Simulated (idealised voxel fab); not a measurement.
process module | voxel air gaps
Each square cell in cross-section cut measures 5 nm, and the section as a whole is 285 nm wide.
Just so we're on the same page, the cross-sections are grids of square cells, and they're listed out in bands top to bottom, each band one or more rows deep. Heads up on the band format: heights come first, top then bottom, in nm. After that it's the materials left to right, each with its width in nm. A single material flagged "throughout" fills the whole band edge to edge, and "air" means there's empty space there. All heights in this document are referenced to 0, defined as the level beneath which the wafer, as received, consists entirely of one material. The lowest band is not bounded below; it extends indefinitely downward and is written in the form "0 -> down". The two numbers in a width such as "30->40" mark its ends across the band: the first belongs to the top row of cells, the second to the bottom row, and from each row to the next the width moves by the same amount. Key: "no alterations made" - step with no changed cell in the cross-section. Listed in "Closed cavity list": every empty space of 8 or more cells without an open way to the top. Form: width x height at distance, the distance being from the left edge, all in nm. Post-settings text on a step line: simulator's own remark regarding the step. Regarding "overlay nm": on a step with a mask, it is the distance the mask lay to the right of its planned place; a negative value places it to the left.

Process steps foreseen in the plan:
1: RECEIVE,material Si
2: CONFORMAL_DEP,material SiO2,thk nm 10
3: CONFORMAL_DEP,material SiN,thk nm 5
4: DIRECTIONAL_DEP,material lowk,thk nm 40
5: DIRECTIONAL_DEP,material aC,thk nm 10
6: PATTERN,tone open,mask id LINES,material resist,width nm 15,pitch nm 40,thk nm 25,overlay nm 0
7: DIRECTIONAL_ETCH,etch materials aC,depth nm 10
8: STRIP,etch materials resist
9: DIRECTIONAL_ETCH,etch materials lowk,depth nm 40
10: STRIP,etch materials aC
11: CONFORMAL_DEP,material TiN,thk nm 5
12: FILL_DEP,material Ru,thk nm 10
13: CMP,height nm 55
14: EPI,material Ru,thk nm 10
15: SELECTIVE_ETCH,etch materials lowk,depth nm 50
16: CONFORMAL_DEP,material SiN,thk nm 5

First of two wafers, processed according to plan:

Step 1 complete: cross-section of the wafer as received:
	0 -> down  Si throughout
	Closed cavity list: none

Upon completion of step 2, the wafer appears in cross-section as shown:
	10 -> 0  SiO2 throughout
	Lower than 0, everything is as it was.

Upon completion of step 3, the wafer appears in cross-section as shown:
	15 -> 10  SiN throughout
	Lower than 10, everything is as it was.

Upon completion of step 4, the wafer appears in cross-section as shown:
	55 -> 15  lowk throughout
	Lower than 15, everything is as it was.

Upon completion of step 5, the wafer appears in cross-section as shown:
	65 -> 55  aC throughout
	Lower than 55, everything is as it was.

Upon completion of step 6, the wafer appears in cross-section as shown:
	90 -> 65  resist 75 nm | air 15 nm | resist 25 nm | air 15 nm | resist 25 nm | air 15 nm | resist 25 nm | air 15 nm | resist 75 nm
	Lower than 65, everything is as it was.

Upon completion of step 7, the wafer appears in cross-section as shown:
	80 -> 65  resist 75 nm | air 15 nm | resist 25 nm | air 15 nm | resist 25 nm | air 15 nm | resist 25 nm | air 15 nm | resist 75 nm
	65 -> 55  aC 75 nm | air 15 nm | aC 25 nm | air 15 nm | aC 25 nm | air 15 nm | aC 25 nm | air 15 nm | aC 75 nm
	Lower than 55, everything is as it was.

Upon completion of step 8, the wafer appears in cross-section as shown:
	65 -> 55  aC 75 nm | air 15 nm | aC 25 nm | air 15 nm | aC 25 nm | air 15 nm | aC 25 nm | air 15 nm | aC 75 nm
	Lower than 55, everything is as it was.

Upon completion of step 9, the wafer appears in cross-section as shown:
	65 -> 55  aC 75 nm | air 15 nm | aC 25 nm | air 15 nm | aC 25 nm | air 15 nm | aC 25 nm | air 15 nm | aC 75 nm
	55 -> 15  lowk 75 nm | air 15 nm | lowk 25 nm | air 15 nm | lowk 25 nm | air 15 nm | lowk 25 nm | air 15 nm | lowk 75 nm
	Lower than 15, everything is as it was.

Upon completion of step 10, the wafer appears in cross-section as shown:
	55 -> 15  lowk 75 nm | air 15 nm | lowk 25 nm | air 15 nm | lowk 25 nm | air 15 nm | lowk 25 nm | air 15 nm | lowk 75 nm
	Lower than 15, everything is as it was.

Upon completion of step 11, the wafer appears in cross-section as shown:
	60 -> 55  TiN 80 nm | air 5 nm | TiN 35 nm | air 5 nm | TiN 35 nm | air 5 nm | TiN 35 nm | air 5 nm | TiN 80 nm
	55 -> 20  lowk 75 nm | TiN 5 nm | air 5 nm | TiN 5 nm | lowk 25 nm | TiN 5 nm | air 5 nm | TiN 5 nm | lowk 25 nm | TiN 5 nm | air 5 nm | TiN 5 nm | lowk 25 nm | TiN 5 nm | air 5 nm | TiN 5 nm | lowk 75 nm
	20 -> 15  lowk 75 nm | TiN 15 nm | lowk 25 nm | TiN 15 nm | lowk 25 nm | TiN 15 nm | lowk 25 nm | TiN 15 nm | lowk 75 nm
	Lower than 15, everything is as it was.

Upon completion of step 12, the wafer appears in cross-section as shown:
	70 -> 60  Ru throughout
	60 -> 55  TiN 80 nm | Ru 5 nm | TiN 35 nm | Ru 5 nm | TiN 35 nm | Ru 5 nm | TiN 35 nm | Ru 5 nm | TiN 80 nm
	55 -> 20  lowk 75 nm | TiN 5 nm | Ru 5 nm | TiN 5 nm | lowk 25 nm | TiN 5 nm | Ru 5 nm | TiN 5 nm | lowk 25 nm | TiN 5 nm | Ru 5 nm | TiN 5 nm | lowk 25 nm | TiN 5 nm | Ru 5 nm | TiN 5 nm | lowk 75 nm
	Lower than 20, everything is as it was.

Upon completion of step 13, the wafer appears in cross-section as shown:
	55 -> 20  lowk 75 nm | TiN 5 nm | Ru 5 nm | TiN 5 nm | lowk 25 nm | TiN 5 nm | Ru 5 nm | TiN 5 nm | lowk 25 nm | TiN 5 nm | Ru 5 nm | TiN 5 nm | lowk 25 nm | TiN 5 nm | Ru 5 nm | TiN 5 nm | lowk 75 nm
	Lower than 20, everything is as it was.

Upon completion of step 14, the wafer appears in cross-section as shown:
	65 -> 55  air 65 nm | Ru 35 nm | air 5 nm | Ru 35 nm | air 5 nm | Ru 35 nm | air 5 nm | Ru 35 nm | air 65 nm
	Lower than 55, everything is as it was.

Upon completion of step 15, the wafer appears in cross-section as shown:
	65 -> 55  air 65 nm | Ru 35 nm | air 5 nm | Ru 35 nm | air 5 nm | Ru 35 nm | air 5 nm | Ru 35 nm | air 65 nm
	55 -> 20  air 75 nm | TiN 5 nm | Ru 5 nm | TiN 5 nm | air 25 nm | TiN 5 nm | Ru 5 nm | TiN 5 nm | air 25 nm | TiN 5 nm | Ru 5 nm | TiN 5 nm | air 25 nm | TiN 5 nm | Ru 5 nm | TiN 5 nm | air 75 nm
	20 -> 15  air 75 nm | TiN 15 nm | air 25 nm | TiN 15 nm | air 25 nm | TiN 15 nm | air 25 nm | TiN 15 nm | air 75 nm
	Lower than 15, everything is as it was.

Upon completion of step 16, the wafer appears in cross-section as shown:
	70 -> 65  air 60 nm | SiN 165 nm | air 60 nm
	65 -> 55  air 60 nm | SiN 5 nm | Ru 35 nm | SiN 5 nm | Ru 35 nm | SiN 5 nm | Ru 35 nm | SiN 5 nm | Ru 35 nm | SiN 5 nm | air 60 nm
	55 -> 50  air 60 nm | SiN 15 nm | TiN 5 nm | Ru 5 nm | TiN 5 nm | SiN 25 nm | TiN 5 nm | Ru 5 nm | TiN 5 nm | SiN 25 nm | TiN 5 nm | Ru 5 nm | TiN 5 nm | SiN 25 nm | TiN 5 nm | Ru 5 nm | TiN 5 nm | SiN 15 nm | air 60 nm
	50 -> 20  air 70 nm | SiN 5 nm | TiN 5 nm | Ru 5 nm | TiN 5 nm | SiN 5 nm | air 15 nm | SiN 5 nm | TiN 5 nm | Ru 5 nm | TiN 5 nm | SiN 5 nm | air 15 nm | SiN 5 nm | TiN 5 nm | Ru 5 nm | TiN 5 nm | SiN 5 nm | air 15 nm | SiN 5 nm | TiN 5 nm | Ru 5 nm | TiN 5 nm | SiN 5 nm | air 70 nm
	20 -> 15  SiN 75 nm | TiN 15 nm | SiN 25 nm | TiN 15 nm | SiN 25 nm | TiN 15 nm | SiN 25 nm | TiN 15 nm | SiN 75 nm
	Lower than 15, everything is as it was.
	Closed cavity list: 15 x 30 at 95; 15 x 30 at 135; 15 x 30 at 175

Wafer two. Same start, same plan, one slip in execution. Same as wafer one through step 2, inclusive:

Look at the second wafer in cross-section at the time step 3 ought to have finished:
	50 -> 10  lowk throughout
	Lower than 10, everything is as it was.

Look at the second wafer in cross-section at the time step 4 ought to have finished:
	55 -> 50  SiN throughout
	Lower than 50, everything is as it was.

Look at the second wafer in cross-section at the time step 5 ought to have finished:
	65 -> 55  aC throughout
	Lower than 55, everything is as it was.

Look at the second wafer in cross-section at the time step 6 ought to have finished:
	90 -> 65  resist 75 nm | air 15 nm | resist 25 nm | air 15 nm | resist 25 nm | air 15 nm | resist 25 nm | air 15 nm | resist 75 nm
	Lower than 65, everything is as it was.

Look at the second wafer in cross-section at the time step 7 ought to have finished:
	80 -> 65  resist 75 nm | air 15 nm | resist 25 nm | air 15 nm | resist 25 nm | air 15 nm | resist 25 nm | air 15 nm | resist 75 nm
	65 -> 55  aC 75 nm | air 15 nm | aC 25 nm | air 15 nm | aC 25 nm | air 15 nm | aC 25 nm | air 15 nm | aC 75 nm
	Lower than 55, everything is as it was.

Look at the second wafer in cross-section at the time step 8 ought to have finished:
	65 -> 55  aC 75 nm | air 15 nm | aC 25 nm | air 15 nm | aC 25 nm | air 15 nm | aC 25 nm | air 15 nm | aC 75 nm
	Lower than 55, everything is as it was.

Look at the second wafer in cross-section at the time step 9 ought to have finished: no alterations made

Look at the second wafer in cross-section at the time step 10 ought to have finished:
	55 -> 50  SiN throughout
	Lower than 50, everything is as it was.

Look at the second wafer in cross-section at the time step 11 ought to have finished:
	60 -> 55  TiN throughout
	Lower than 55, everything is as it was.

Look at the second wafer in cross-section at the time step 12 ought to have finished:
	70 -> 60  Ru throughout
	Lower than 60, everything is as it was.

Look at the second wafer in cross-section at the time step 13 ought to have finished:
	55 -> 50  SiN throughout
	Lower than 50, everything is as it was.

Look at the second wafer in cross-section at the time step 14 ought to have finished: no alterations made

Look at the second wafer in cross-section at the time step 15 ought to have finished: no alterations made

Look at the second wafer in cross-section at the time step 16 ought to have finished:
	60 -> 50  SiN throughout
	Lower than 50, everything is as it was.
The mistake made against the process plan was this: steps 3 and 4: order swapped relative to plan
The closing comparison, in cells, has the second wafer with more or fewer of some materials than the first: -84 Ru; -100 SiN; -68 TiN; +456 lowk
Closed voids, final: 3 / 0 (first wafer / second wafer).
